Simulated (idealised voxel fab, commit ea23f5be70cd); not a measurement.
process module | voxel spacer lines
cross-section cut | 270 nm wide | cells 5 nm
A cross-section is a grid of square cells, given in bands from the top down. A band is one or more rows of cells.
Each band's line starts with the height of the band's top and of its bottom, in nm. Then come its materials from left to right, each with its width in nm. One material with "throughout" fills the band from edge to edge. "air" is empty space.
Height 0 is the level under which the wafer as received is all one material. The lowest band goes on downwards, as in "0 down".
A width such as "30 to 40" changes by the same amount from each row of cells to the next, from the band's top row to its bottom row.
"no change" after a step means that no cell of the cross-section changed.
closed voids: empty space of 8 cells or more with no open way to the top, each as width x height at its distance from the left edge, in nm
after a step's settings: what the simulator itself notes on the step
overlay nm, on a step with a mask: how far to the right of its planned place the mask lay; to the left if negative
plan
1 op RECEIVE | material Si
2 op CONFORMAL_DEP | material SiO2 | thk nm 10
3 op DIRECTIONAL_DEP | material W | thk nm 15
4 op DIRECTIONAL_DEP | material polySi | thk nm 30
5 op PATTERN | tone cover | mask id MANDREL | material resist | width nm 25 | pitch nm 80 | thk nm 40 | overlay nm 0
6 op DIRECTIONAL_ETCH | etch materials polySi | depth nm 30
7 op STRIP | etch materials resist
8 op CONFORMAL_DEP | material SiN | thk nm 15
9 op DIRECTIONAL_ETCH | etch materials SiN | depth nm 15
10 op STRIP | etch materials polySi
11 op DIRECTIONAL_ETCH | etch materials W | depth nm 15
12 op STRIP | etch materials SiN
13 op FILL_DEP | material SiO2 | thk nm 10
14 op CMP | height nm 25
first wafer, as planned
as received, after step 1
  0 down: Si throughout
  closed voids: none
after step 2
  10 to 0: SiO2 throughout
  below 0: unchanged
after step 3
  25 to 10: W throughout
  below 10: unchanged
after step 4
  55 to 25: polySi throughout
  below 25: unchanged
after step 5
  95 to 55: air 80 | resist 25 | air 55 | resist 25 | air 85
  below 55: unchanged
after step 6
  95 to 55: air 80 | resist 25 | air 55 | resist 25 | air 85
  55 to 25: air 80 | polySi 25 | air 55 | polySi 25 | air 85
  below 25: unchanged
after step 7
  55 to 25: air 80 | polySi 25 | air 55 | polySi 25 | air 85
  below 25: unchanged
after step 8
  70 to 55: air 65 | SiN 55 | air 25 | SiN 55 | air 70
  55 to 40: air 65 | SiN 15 | polySi 25 | SiN 15 | air 25 | SiN 15 | polySi 25 | SiN 15 | air 70
  40 to 25: SiN 80 | polySi 25 | SiN 55 | polySi 25 | SiN 85
  below 25: unchanged
after step 9
  55 to 25: air 65 | SiN 15 | polySi 25 | SiN 15 | air 25 | SiN 15 | polySi 25 | SiN 15 | air 70
  below 25: unchanged
after step 10
  55 to 25: air 65 | SiN 15 | air 25 | SiN 15 | air 25 | SiN 15 | air 25 | SiN 15 | air 70
  below 25: unchanged
after step 11
  55 to 25: air 65 | SiN 15 | air 25 | SiN 15 | air 25 | SiN 15 | air 25 | SiN 15 | air 70
  25 to 10: air 65 | W 15 | air 25 | W 15 | air 25 | W 15 | air 25 | W 15 | air 70
  below 10: unchanged
after step 12
  25 to 10: air 65 | W 15 | air 25 | W 15 | air 25 | W 15 | air 25 | W 15 | air 70
  below 10: unchanged
after step 13
  35 to 25: SiO2 throughout
  25 to 10: SiO2 65 | W 15 | SiO2 25 | W 15 | SiO2 25 | W 15 | SiO2 25 | W 15 | SiO2 70
  below 10: unchanged
after step 14
  25 to 10: SiO2 65 | W 15 | SiO2 25 | W 15 | SiO2 25 | W 15 | SiO2 25 | W 15 | SiO2 70
  below 10: unchanged
second wafer: like start, like plan, one mistake. Through step 4 it matches the first wafer
when step 5 should have ended
  95 to 55: air 75 | resist 35 | air 45 | resist 35 | air 80
  below 55: unchanged
when step 6 should have ended
  95 to 55: air 75 | resist 35 | air 45 | resist 35 | air 80
  55 to 25: air 75 | polySi 35 | air 45 | polySi 35 | air 80
  below 25: unchanged
when step 7 should have ended
  55 to 25: air 75 | polySi 35 | air 45 | polySi 35 | air 80
  below 25: unchanged
when step 8 should have ended
  70 to 55: air 60 | SiN 65 | air 15 | SiN 65 | air 65
  55 to 40: air 60 | SiN 15 | polySi 35 | SiN 15 | air 15 | SiN 15 | polySi 35 | SiN 15 | air 65
  40 to 25: SiN 75 | polySi 35 | SiN 45 | polySi 35 | SiN 80
  below 25: unchanged
when step 9 should have ended
  55 to 25: air 60 | SiN 15 | polySi 35 | SiN 15 | air 15 | SiN 15 | polySi 35 | SiN 15 | air 65
  below 25: unchanged
when step 10 should have ended
  55 to 25: air 60 | SiN 15 | air 35 | SiN 15 | air 15 | SiN 15 | air 35 | SiN 15 | air 65
  below 25: unchanged
when step 11 should have ended
  55 to 25: air 60 | SiN 15 | air 35 | SiN 15 | air 15 | SiN 15 | air 35 | SiN 15 | air 65
  25 to 10: air 60 | W 15 | air 35 | W 15 | air 15 | W 15 | air 35 | W 15 | air 65
  below 10: unchanged
when step 12 should have ended
  25 to 10: air 60 | W 15 | air 35 | W 15 | air 15 | W 15 | air 35 | W 15 | air 65
  below 10: unchanged
when step 13 should have ended
  35 to 25: SiO2 throughout
  25 to 10: SiO2 60 | W 15 | SiO2 35 | W 15 | SiO2 15 | W 15 | SiO2 35 | W 15 | SiO2 65
  below 10: unchanged
when step 14 should have ended
  25 to 10: SiO2 60 | W 15 | SiO2 35 | W 15 | SiO2 15 | W 15 | SiO2 35 | W 15 | SiO2 65
  below 10: unchanged
what went wrong: step 5 ran as: op PATTERN | tone cover | mask id MANDREL | material resist | width nm 35 | pitch nm 80 | thk nm 40 | overlay nm 0
at the end the second wafer has, in cells: as many of each material as the first, in other places
